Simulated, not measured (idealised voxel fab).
process module | voxel gate over fins
cross-section cut | 235 nm wide | cells 5 nm
A cross-section is a grid of square cells, given in bands from the top down. A band is one or more rows of cells.
Each band's line starts with the height of the band's top and of its bottom, in nm. Then come its materials from left to right, each with its width in nm. One material with "throughout" fills the band from edge to edge. "air" is empty space.
Height 0 is the level under which the wafer as received is all one material. The lowest band goes on downwards, as in "0 down".
A width such as "30 to 40" changes by the same amount from each row of cells to the next, from the band's top row to its bottom row.
"no change" after a step means that no cell of the cross-section changed.
closed voids: empty space of 8 cells or more with no open way to the top, each as width x height at its distance from the left edge, in nm
after a step's settings: what the simulator itself notes on the step
overlay nm, on a step with a mask: how far to the right of its planned place the mask lay; to the left if negative
plan
1 op RECEIVE | material Si
2 op CONFORMAL_DEP | material SiN | thk nm 10
3 op PATTERN | tone cover | mask id FINS | material resist | width nm 15 | pitch nm 55 | thk nm 15 | overlay nm 0
4 op DIRECTIONAL_ETCH | etch materials SiN | depth nm 10
5 op DIRECTIONAL_ETCH | etch materials Si | depth nm 40
6 op STRIP | etch materials resist
7 op OXIDIZE | depth nm 5
8 op FILL_DEP | material SiO2 | thk nm 5
9 op CMP | height nm 10
10 op DIRECTIONAL_DEP | material aC | thk nm 15
11 op PATTERN | tone open | mask id RAIL | material resist | width nm 15 | thk nm 30 | overlay nm 0
12 op DIRECTIONAL_ETCH | etch materials aC | depth nm 15
13 op STRIP | etch materials resist
14 op DIRECTIONAL_ETCH | etch materials SiO2 | depth nm 45
15 op STRIP | etch materials aC
16 op CONFORMAL_DEP | material TiN | thk nm 5
17 op FILL_DEP | material Ru | thk nm 10
18 op CMP | height nm 10
19 op SELECTIVE_ETCH | etch materials W Ru TiN | depth nm 30
20 op FILL_DEP | material SiO2 | thk nm 5
21 op CMP | height nm 10
22 op SELECTIVE_ETCH | etch materials SiO2 | depth nm 25
23 op STRIP | etch materials SiN
24 op CONFORMAL_DEP | material HfO2 | thk nm 5
25 op CONFORMAL_DEP | material TiN | thk nm 5
26 op FILL_DEP | material W | thk nm 10
27 op CMP | height nm 15
28 op CONFORMAL_DEP | material SiN | thk nm 10
first wafer, as planned
as received, after step 1
  0 down: Si throughout
  closed voids: none
after step 2
  10 to 0: SiN throughout
  below 0: unchanged
after step 3
  25 to 10: air 55 | resist 15 | air 40 | resist 15 | air 40 | resist 15 | air 55
  below 10: unchanged
after step 4
  25 to 10: air 55 | resist 15 | air 40 | resist 15 | air 40 | resist 15 | air 55
  10 to 0: air 55 | SiN 15 | air 40 | SiN 15 | air 40 | SiN 15 | air 55
  below 0: unchanged
after step 5
  25 to 10: air 55 | resist 15 | air 40 | resist 15 | air 40 | resist 15 | air 55
  10 to 0: air 55 | SiN 15 | air 40 | SiN 15 | air 40 | SiN 15 | air 55
  0 to -40: air 55 | Si 15 | air 40 | Si 15 | air 40 | Si 15 | air 55
  below -40: unchanged
after step 6
  10 to 0: air 55 | SiN 15 | air 40 | SiN 15 | air 40 | SiN 15 | air 55
  below 0: unchanged
after step 7
  10 to 0: air 55 | SiN 15 | air 40 | SiN 15 | air 40 | SiN 15 | air 55
  0 to -40: air 55 | SiO2 5 | Si 5 | SiO2 5 | air 40 | SiO2 5 | Si 5 | SiO2 5 | air 40 | SiO2 5 | Si 5 | SiO2 5 | air 55
  -40 to -45: SiO2 60 | Si 5 | SiO2 50 | Si 5 | SiO2 50 | Si 5 | SiO2 60
  below -45: unchanged
after step 8
  15 to 10: SiO2 throughout
  10 to 0: SiO2 55 | SiN 15 | SiO2 40 | SiN 15 | SiO2 40 | SiN 15 | SiO2 55
  0 to -45: SiO2 60 | Si 5 | SiO2 50 | Si 5 | SiO2 50 | Si 5 | SiO2 60
  below -45: unchanged
after step 9
  10 to 0: SiO2 55 | SiN 15 | SiO2 40 | SiN 15 | SiO2 40 | SiN 15 | SiO2 55
  below 0: unchanged
after step 10
  25 to 10: aC throughout
  below 10: unchanged
after step 11
  55 to 25: resist 80 | air 15 | resist 140
  below 25: unchanged
after step 12
  40 to 25: resist 80 | air 15 | resist 140
  25 to 10: aC 80 | air 15 | aC 140
  below 10: unchanged
after step 13
  25 to 10: aC 80 | air 15 | aC 140
  below 10: unchanged
after step 14
  25 to 10: aC 80 | air 15 | aC 140
  10 to 0: SiO2 55 | SiN 15 | SiO2 10 | air 15 | SiO2 15 | SiN 15 | SiO2 40 | SiN 15 | SiO2 55
  0 to -35: SiO2 60 | Si 5 | SiO2 15 | air 15 | SiO2 20 | Si 5 | SiO2 50 | Si 5 | SiO2 60
  below -35: unchanged
after step 15
  10 to 0: SiO2 55 | SiN 15 | SiO2 10 | air 15 | SiO2 15 | SiN 15 | SiO2 40 | SiN 15 | SiO2 55
  below 0: unchanged
after step 16
  15 to 10: TiN 85 | air 5 | TiN 145
  10 to 0: SiO2 55 | SiN 15 | SiO2 10 | TiN 5 | air 5 | TiN 5 | SiO2 15 | SiN 15 | SiO2 40 | SiN 15 | SiO2 55
  0 to -30: SiO2 60 | Si 5 | SiO2 15 | TiN 5 | air 5 | TiN 5 | SiO2 20 | Si 5 | SiO2 50 | Si 5 | SiO2 60
  -30 to -35: SiO2 60 | Si 5 | SiO2 15 | TiN 15 | SiO2 20 | Si 5 | SiO2 50 | Si 5 | SiO2 60
  below -35: unchanged
after step 17
  25 to 15: Ru throughout
  15 to 10: TiN 85 | Ru 5 | TiN 145
  10 to 0: SiO2 55 | SiN 15 | SiO2 10 | TiN 5 | Ru 5 | TiN 5 | SiO2 15 | SiN 15 | SiO2 40 | SiN 15 | SiO2 55
  0 to -30: SiO2 60 | Si 5 | SiO2 15 | TiN 5 | Ru 5 | TiN 5 | SiO2 20 | Si 5 | SiO2 50 | Si 5 | SiO2 60
  below -30: unchanged
after step 18
  10 to 0: SiO2 55 | SiN 15 | SiO2 10 | TiN 5 | Ru 5 | TiN 5 | SiO2 15 | SiN 15 | SiO2 40 | SiN 15 | SiO2 55
  below 0: unchanged
after step 19
  10 to 0: SiO2 55 | SiN 15 | SiO2 10 | air 15 | SiO2 15 | SiN 15 | SiO2 40 | SiN 15 | SiO2 55
  0 to -20: SiO2 60 | Si 5 | SiO2 15 | air 15 | SiO2 20 | Si 5 | SiO2 50 | Si 5 | SiO2 60
  below -20: unchanged
after step 20
  15 to 10: SiO2 throughout
  10 to 0: SiO2 55 | SiN 15 | SiO2 40 | SiN 15 | SiO2 40 | SiN 15 | SiO2 55
  0 to -20: SiO2 60 | Si 5 | SiO2 50 | Si 5 | SiO2 50 | Si 5 | SiO2 60
  below -20: unchanged
after step 21
  10 to 0: SiO2 55 | SiN 15 | SiO2 40 | SiN 15 | SiO2 40 | SiN 15 | SiO2 55
  below 0: unchanged
after step 22
  10 to 0: air 55 | SiN 15 | air 40 | SiN 15 | air 40 | SiN 15 | air 55
  0 to -15: air 60 | Si 5 | air 50 | Si 5 | air 50 | Si 5 | air 60
  below -15: unchanged
after step 23
  0 to -15: air 60 | Si 5 | air 50 | Si 5 | air 50 | Si 5 | air 60
  below -15: unchanged
after step 24
  5 to 0: air 55 | HfO2 15 | air 40 | HfO2 15 | air 40 | HfO2 15 | air 55
  0 to -10: air 55 | HfO2 5 | Si 5 | HfO2 5 | air 40 | HfO2 5 | Si 5 | HfO2 5 | air 40 | HfO2 5 | Si 5 | HfO2 5 | air 55
  -10 to -15: HfO2 60 | Si 5 | HfO2 50 | Si 5 | HfO2 50 | Si 5 | HfO2 60
  below -15: unchanged
after step 25
  10 to 5: air 50 | TiN 25 | air 30 | TiN 25 | air 30 | TiN 25 | air 50
  5 to 0: air 50 | TiN 5 | HfO2 15 | TiN 5 | air 30 | TiN 5 | HfO2 15 | TiN 5 | air 30 | TiN 5 | HfO2 15 | TiN 5 | air 50
  0 to -5: air 50 | TiN 5 | HfO2 5 | Si 5 | HfO2 5 | TiN 5 | air 30 | TiN 5 | HfO2 5 | Si 5 | HfO2 5 | TiN 5 | air 30 | TiN 5 | HfO2 5 | Si 5 | HfO2 5 | TiN 5 | air 50
  -5 to -10: TiN 55 | HfO2 5 | Si 5 | HfO2 5 | TiN 40 | HfO2 5 | Si 5 | HfO2 5 | TiN 40 | HfO2 5 | Si 5 | HfO2 5 | TiN 55
  below -10: unchanged
after step 26
  20 to 10: W throughout
  10 to 5: W 50 | TiN 25 | W 30 | TiN 25 | W 30 | TiN 25 | W 50
  5 to 0: W 50 | TiN 5 | HfO2 15 | TiN 5 | W 30 | TiN 5 | HfO2 15 | TiN 5 | W 30 | TiN 5 | HfO2 15 | TiN 5 | W 50
  0 to -5: W 50 | TiN 5 | HfO2 5 | Si 5 | HfO2 5 | TiN 5 | W 30 | TiN 5 | HfO2 5 | Si 5 | HfO2 5 | TiN 5 | W 30 | TiN 5 | HfO2 5 | Si 5 | HfO2 5 | TiN 5 | W 50
  below -5: unchanged
after step 27
  15 to 10: W throughout
  below 10: unchanged
after step 28
  25 to 15: SiN throughout
  below 15: unchanged
second wafer: like start, like plan, one mistake. Through step 21 it matches the first wafer
when step 22 should have ended
  10 to 0: air 55 | SiN 15 | air 40 | SiN 15 | air 40 | SiN 15 | air 55
  0 to -20: air 60 | Si 5 | air 50 | Si 5 | air 50 | Si 5 | air 60
  -20 to -30: air 60 | Si 5 | air 15 | TiN 5 | Ru 5 | TiN 5 | air 20 | Si 5 | air 50 | Si 5 | air 60
  -30 to -35: air 60 | Si 5 | air 15 | TiN 15 | air 20 | Si 5 | air 50 | Si 5 | air 60
  -35 to -40: air 60 | Si 5 | air 20 | SiO2 5 | air 25 | Si 5 | air 50 | Si 5 | air 60
  below -40: unchanged
when step 23 should have ended
  0 to -20: air 60 | Si 5 | air 50 | Si 5 | air 50 | Si 5 | air 60
  below -20: unchanged
when step 24 should have ended
  5 to 0: air 55 | HfO2 15 | air 40 | HfO2 15 | air 40 | HfO2 15 | air 55
  0 to -15: air 55 | HfO2 5 | Si 5 | HfO2 5 | air 40 | HfO2 5 | Si 5 | HfO2 5 | air 40 | HfO2 5 | Si 5 | HfO2 5 | air 55
  -15 to -20: air 55 | HfO2 5 | Si 5 | HfO2 5 | air 5 | HfO2 25 | air 10 | HfO2 5 | Si 5 | HfO2 5 | air 40 | HfO2 5 | Si 5 | HfO2 5 | air 55
  -20 to -30: air 55 | HfO2 5 | Si 5 | HfO2 5 | air 5 | HfO2 5 | TiN 5 | Ru 5 | TiN 5 | HfO2 5 | air 10 | HfO2 5 | Si 5 | HfO2 5 | air 40 | HfO2 5 | Si 5 | HfO2 5 | air 55
  -30 to -35: air 55 | HfO2 5 | Si 5 | HfO2 5 | air 5 | HfO2 5 | TiN 15 | HfO2 5 | air 10 | HfO2 5 | Si 5 | HfO2 5 | air 40 | HfO2 5 | Si 5 | HfO2 5 | air 55
  -35 to -40: HfO2 60 | Si 5 | HfO2 20 | SiO2 5 | HfO2 25 | Si 5 | HfO2 50 | Si 5 | HfO2 60
  below -40: unchanged
when step 25 should have ended
  10 to 5: air 50 | TiN 25 | air 30 | TiN 25 | air 30 | TiN 25 | air 50
  5 to 0: air 50 | TiN 5 | HfO2 15 | TiN 5 | air 30 | TiN 5 | HfO2 15 | TiN 5 | air 30 | TiN 5 | HfO2 15 | TiN 5 | air 50
  0 to -10: air 50 | TiN 5 | HfO2 5 | Si 5 | HfO2 5 | TiN 5 | air 30 | TiN 5 | HfO2 5 | Si 5 | HfO2 5 | TiN 5 | air 30 | TiN 5 | HfO2 5 | Si 5 | HfO2 5 | TiN 5 | air 50
  -10 to -15: air 50 | TiN 5 | HfO2 5 | Si 5 | HfO2 5 | TiN 40 | HfO2 5 | Si 5 | HfO2 5 | TiN 5 | air 30 | TiN 5 | HfO2 5 | Si 5 | HfO2 5 | TiN 5 | air 50
  -15 to -20: air 50 | TiN 5 | HfO2 5 | Si 5 | HfO2 5 | TiN 5 | HfO2 25 | TiN 10 | HfO2 5 | Si 5 | HfO2 5 | TiN 5 | air 30 | TiN 5 | HfO2 5 | Si 5 | HfO2 5 | TiN 5 | air 50
  -20 to -30: air 50 | TiN 5 | HfO2 5 | Si 5 | HfO2 5 | TiN 5 | HfO2 5 | TiN 5 | Ru 5 | TiN 5 | HfO2 5 | TiN 10 | HfO2 5 | Si 5 | HfO2 5 | TiN 5 | air 30 | TiN 5 | HfO2 5 | Si 5 | HfO2 5 | TiN 5 | air 50
  -30 to -35: TiN 55 | HfO2 5 | Si 5 | HfO2 5 | TiN 5 | HfO2 5 | TiN 15 | HfO2 5 | TiN 10 | HfO2 5 | Si 5 | HfO2 5 | TiN 40 | HfO2 5 | Si 5 | HfO2 5 | TiN 55
  below -35: unchanged
when step 26 should have ended
  20 to 10: W throughout
  10 to 5: W 50 | TiN 25 | W 30 | TiN 25 | W 30 | TiN 25 | W 50
  5 to 0: W 50 | TiN 5 | HfO2 15 | TiN 5 | W 30 | TiN 5 | HfO2 15 | TiN 5 | W 30 | TiN 5 | HfO2 15 | TiN 5 | W 50
  0 to -10: W 50 | TiN 5 | HfO2 5 | Si 5 | HfO2 5 | TiN 5 | W 30 | TiN 5 | HfO2 5 | Si 5 | HfO2 5 | TiN 5 | W 30 | TiN 5 | HfO2 5 | Si 5 | HfO2 5 | TiN 5 | W 50
  -10 to -15: W 50 | TiN 5 | HfO2 5 | Si 5 | HfO2 5 | TiN 40 | HfO2 5 | Si 5 | HfO2 5 | TiN 5 | W 30 | TiN 5 | HfO2 5 | Si 5 | HfO2 5 | TiN 5 | W 50
  -15 to -20: W 50 | TiN 5 | HfO2 5 | Si 5 | HfO2 5 | TiN 5 | HfO2 25 | TiN 10 | HfO2 5 | Si 5 | HfO2 5 | TiN 5 | W 30 | TiN 5 | HfO2 5 | Si 5 | HfO2 5 | TiN 5 | W 50
  -20 to -30: W 50 | TiN 5 | HfO2 5 | Si 5 | HfO2 5 | TiN 5 | HfO2 5 | TiN 5 | Ru 5 | TiN 5 | HfO2 5 | TiN 10 | HfO2 5 | Si 5 | HfO2 5 | TiN 5 | W 30 | TiN 5 | HfO2 5 | Si 5 | HfO2 5 | TiN 5 | W 50
  below -30: unchanged
when step 27 should have ended
  15 to 10: W throughout
  below 10: unchanged
when step 28 should have ended
  25 to 15: SiN throughout
  below 15: unchanged
what went wrong: step 22 was run twice
at the end the second wafer has, in cells: 40 more of HfO2 | 210 fewer of SiO2 | 34 more of TiN | 136 more of W
